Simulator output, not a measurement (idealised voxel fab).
The document below concerns the process module designated voxel released beams.
Each square cell in cross-section cut measures 5 nm, and the section as a whole is 195 nm wide.
Throughout this document, each cross-section is represented as a grid of square cells and is presented as a sequence of bands enumerated from the top downward, where a band comprises one or more rows of cells.
Top, bottom (nm), then materials left to right with widths (nm); lone material tagged "everywhere" fills the whole band edge to edge; "blank" = empty space.
Where do heights start? At 0: under that level the wafer as delivered is made of one material only. And the lowest band has no floor; it just carries on downward, as in "0 nm and below".
The width entry "30->40" should be interpreted row by row: the top row of cells in the band takes the first number, the bottom row takes the second number, and the change between adjacent rows is uniform throughout.
Any step labelled "no modifications" changed none of the cells in the cross-section.
"Closed void catalog": sealed empty spaces, 8 cells or more, no open way to top, listed width x height at distance, with distance from the left edge and width, height and distance in nm.
If you see something after the settings on a step's line, that's the simulator's own remark about that step.
Among the settings permitted on a step's line is "overlay nm"; applied to a step with a mask, it specifies the extent to which the mask lay to the right of its planned position, whereas a negative figure signifies a position to the left.

THIS SECTION LISTS THE PROCESS STEPS THAT WERE PLANNED
1,RECEIVE, material Si
2,CONFORMAL_DEP, material Al2O3, thk nm 10
3,DIRECTIONAL_DEP, material SiO2, thk nm 15
4,DIRECTIONAL_DEP, material aC, thk nm 10
5,PATTERN, tone open, mask id ANCHOR, material resist, width nm 40, thk nm 30, overlay nm 0
6,DIRECTIONAL_ETCH, etch materials aC, depth nm 10
7,STRIP, etch materials resist
8,DIRECTIONAL_ETCH, etch materials SiO2, depth nm 15
9,STRIP, etch materials aC
10,CONFORMAL_DEP, material SiN, thk nm 15
11,MASKED_ETCH, tone cover, mask id BEAM, width nm 85, etch materials SiN, depth nm 15, overlay nm 0
12,STRIP, etch materials SiO2

SHOWN IN CROSS-SECTION IS THE WAFER AS RECEIVED, THAT IS, AS IT STANDS AFTER STEP 1
- 0 nm and below  Si everywhere
- Closed void catalog: none

FINAL WAFER PROFILE IN CROSS-SECTION AFTER THE MODULE, FROM THE SAME START AND PLAN AS ABOVE, WITH ONE MISTAKE MADE DURING PROCESSING
- 40 nm to 25 nm  40 nm blank / 30 nm SiN / 10 nm blank / 45 nm SiN / 70 nm blank
- 25 nm to 10 nm  55 nm blank / 40 nm SiN / 100 nm blank
- 10 nm to 0 nm  Al2O3 everywhere
- 0 nm and below  Si everywhere
- Closed void catalog: none
The plan and the run diverged here: step 11 ran differently from the plan; actual operation with settings: MASKED_ETCH, tone cover, mask id BEAM, width nm 85, etch materials SiN, depth nm 15, overlay nm -10
